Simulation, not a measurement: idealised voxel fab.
Title: Process Module voxel capacitor over wiring
Cross-sectional view cut (width: 265 nm; square cell size: 5 nm).
In this document a cross-section is written as a grid of square cells. It is given as a series of bands, listed from the top down, and a band is one or more rows of cells.
For a band, the entry starts with two heights in nm, that of the top and then that of the bottom, and carries on with the band's materials in order from left to right, each alongside its width in nm; the word "full width" beside a single material means it fills the band edge to edge, and "blank" means empty space.
Height 0 is the level under which the wafer as received is all one material. The lowest band goes on downwards, as in "0 down".
Note: "30->40" means the width goes from the first number (top row of the band) to the second number (bottom row) in equal steps per row of cells.
What does "nothing altered" mean for a step? It means no cell of the cross-section changed in that step.
What "Fully enclosed voids" gives you is every empty space of 8 cells or more that is cut off from the top. Each appears as width x height at distance, with the distance taken from the left edge and width, height and distance all in nm.
That trailing text on a step's line, after the settings, is the simulator's own remark on the step.
overlay nm: on a step with a mask, how far right of its planned place the mask lay; negative means left.

PLANNED PROCESS STEPS
step 1: RECEIVE | material Si
step 2: CONFORMAL_DEP | material SiO2 | thk nm 15
step 3: CONFORMAL_DEP | material SiN | thk nm 5
step 4: DIRECTIONAL_DEP | material SiO2 | thk nm 25
step 5: MASKED_ETCH | tone open | mask id METAL_1 | width nm 30 | pitch nm 90 | etch materials SiO2 | depth nm 25 | overlay nm 0
step 6: MASKED_ETCH | tone open | mask id METAL_1 | width nm 30 | pitch nm 90 | etch materials SiN | depth nm 5 | overlay nm 0
step 7: CONFORMAL_DEP | material TiN | thk nm 5
step 8: FILL_DEP | material Cu | thk nm 10
step 9: CMP | height nm 45
step 10: CONFORMAL_DEP | material SiCN | thk nm 5
step 11: DIRECTIONAL_DEP | material SiO2 | thk nm 5
step 12: PATTERN | tone open | mask id PLUG_1 | material resist | width nm 15 | thk nm 15 | overlay nm 0
step 13: DIRECTIONAL_ETCH | etch materials SiO2 | depth nm 15
step 14: DIRECTIONAL_ETCH | etch materials SiCN | depth nm 5
step 15: STRIP | etch materials resist
step 16: EPI | material Ru | thk nm 10
step 17: EPI | material Ru | thk nm 10
step 18: DIRECTIONAL_DEP | material TiN | thk nm 5
step 19: DIRECTIONAL_DEP | material HfO2 | thk nm 5
step 20: DIRECTIONAL_DEP | material TiN | thk nm 10
step 21: PATTERN | tone cover | mask id UPPER_PLATE | material resist | width nm 65 | thk nm 15 | overlay nm 0
step 22: DIRECTIONAL_ETCH | etch materials TiN | depth nm 10
step 23: DIRECTIONAL_ETCH | etch materials HfO2 | depth nm 5
step 24: STRIP | etch materials resist
step 25: PATTERN | tone cover | mask id LOWER_PLATE | material resist | width nm 75 | thk nm 15 | overlay nm 0
step 26: DIRECTIONAL_ETCH | etch materials TiN | depth nm 5
step 27: STRIP | etch materials resist
step 28: FILL_DEP | material SiO2 | thk nm 15
step 29: CMP | height nm 95
step 30: PATTERN | tone open | mask id PLUG_2 | material resist | width nm 15 | thk nm 20 | overlay nm 0
step 31: DIRECTIONAL_ETCH | etch materials SiO2 | depth nm 10
step 32: STRIP | etch materials resist
step 33: CONFORMAL_DEP | material TiN | thk nm 5
step 34: FILL_DEP | material Cu | thk nm 10
step 35: CMP | height nm 95
step 36: CONFORMAL_DEP | material SiN | thk nm 5
Don't read the plan's thk nm for step 11 as applying to every wafer: that's the first wafer's value, and the wafers differ in it, though they all start identical.

AS-RECEIVED STATE AFTER STEP 1, FIRST OF SEVERAL WAFERS, CROSS-SECTION
	0 down: Si full width
	Fully enclosed voids: none

EACH WAFER AT THE END: CELLS OF EACH MATERIAL GAINED (+) OR LOST (-) SINCE IT WAS RECEIVED, THEN ITS CLOSED VOIDS
thk nm 5; +41 Cu; +13 HfO2; +20 Ru; +50 SiCN; +94 SiN; +764 SiO2; +78 TiN; Fully enclosed voids: none
thk nm 10; +41 Cu; +13 HfO2; +14 Ru; +50 SiCN; +94 SiN; +770 SiO2; +78 TiN; Fully enclosed voids: none
thk nm 15; +41 Cu; +13 HfO2; +12 Ru; +50 SiCN; +94 SiN; +772 SiO2; +78 TiN; Fully enclosed voids: none
thk nm 20; +40 Cu; +13 HfO2; +53 SiCN; +94 SiN; +783 SiO2; +77 TiN; Fully enclosed voids: none
thk nm 25; +40 Cu; +13 HfO2; +53 SiCN; +94 SiN; +785 SiO2; +75 TiN; Fully enclosed voids: none
thk nm 30; +40 Cu; +13 HfO2; +53 SiCN; +94 SiN; +795 SiO2; +65 TiN; Fully enclosed voids: none
